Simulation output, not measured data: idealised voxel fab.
Herein follows the process module entitled voxel tone inversion.
Shown is cross-section cut, with a width of 275 nm and square cells of size 5 nm.
We lay out every cross-section as a grid of square cells and spell it out in bands from the top down, where one band means one or more rows of cells. Basically the band line says how high the top is and how high the bottom is, in nm, and then what's in it from left to right, every material with its width in nm. Empty space shows up as "air", and if a single material carries "edge to edge" it runs the full band edge to edge. Height reference: 0 = level under which incoming wafer is all one material. Lowest band: no bottom, runs on downward, e.g. "0 and below". It should be noted that a width expressed as "30..40" varies in equal increments from row to row of cells within the band, taking the value of the first number at the top row and that of the second number at the bottom row. No cell of the cross-section changed in a step that is given as "nothing different". Reported under the label "Completely sealed voids" are the empty spaces having no open way to the top and comprising 8 cells or more; the notation for each is width x height at distance, in which the distance is measured from the left edge and all three values are in nm. Heads up: the bit after the settings on a step's line is the simulator's remark on that step. overlay nm: step with mask; distance mask lay right of planned place; negative value = left of planned place.

**The planned process steps are enumerated hereunder**
1. RECEIVE, material Si
2. CONFORMAL_DEP, material SiN, thk nm 10
3. DIRECTIONAL_DEP, material polySi, thk nm 20
4. PATTERN, tone cover, mask id POSTS, material resist, width nm 25, pitch nm 40, thk nm 30, overlay nm 0
5. DIRECTIONAL_ETCH, etch materials polySi, depth nm 20
6. STRIP, etch materials resist
7. FILL_DEP, material lowk, thk nm 5
8. CMP, height nm 20
9. STRIP, etch materials polySi
10. CONFORMAL_DEP, material TiN, thk nm 5
11. FILL_DEP, material Ru, thk nm 10
12. CMP, height nm 30
13. CONFORMAL_DEP, material SiN, thk nm 5
For clarity, it should be stated that the wafers under discussion commence in an identical condition and differ with respect to the height nm of step 8, the plan indicating the value that the first wafer had.

**The first of several wafers in cross-section, exactly as it reached us after step 1**
0 and below: Si edge to edge
Completely sealed voids: none

**Gained (+) or lost (-) cells of each material since receipt, then closed voids: one row per wafer, at the end of the module**
height nm 20 | +79 Ru | +165 SiN | +71 TiN | +70 lowk | Completely sealed voids: none
height nm 25 | +36 Ru | +165 SiN | +79 TiN | +105 lowk | Completely sealed voids: none
height nm 30 | +36 Ru | +165 SiN | +44 TiN | +140 lowk | Completely sealed voids: none
height nm 35 | +165 SiN | +140 lowk | +80 polySi | Completely sealed voids: none
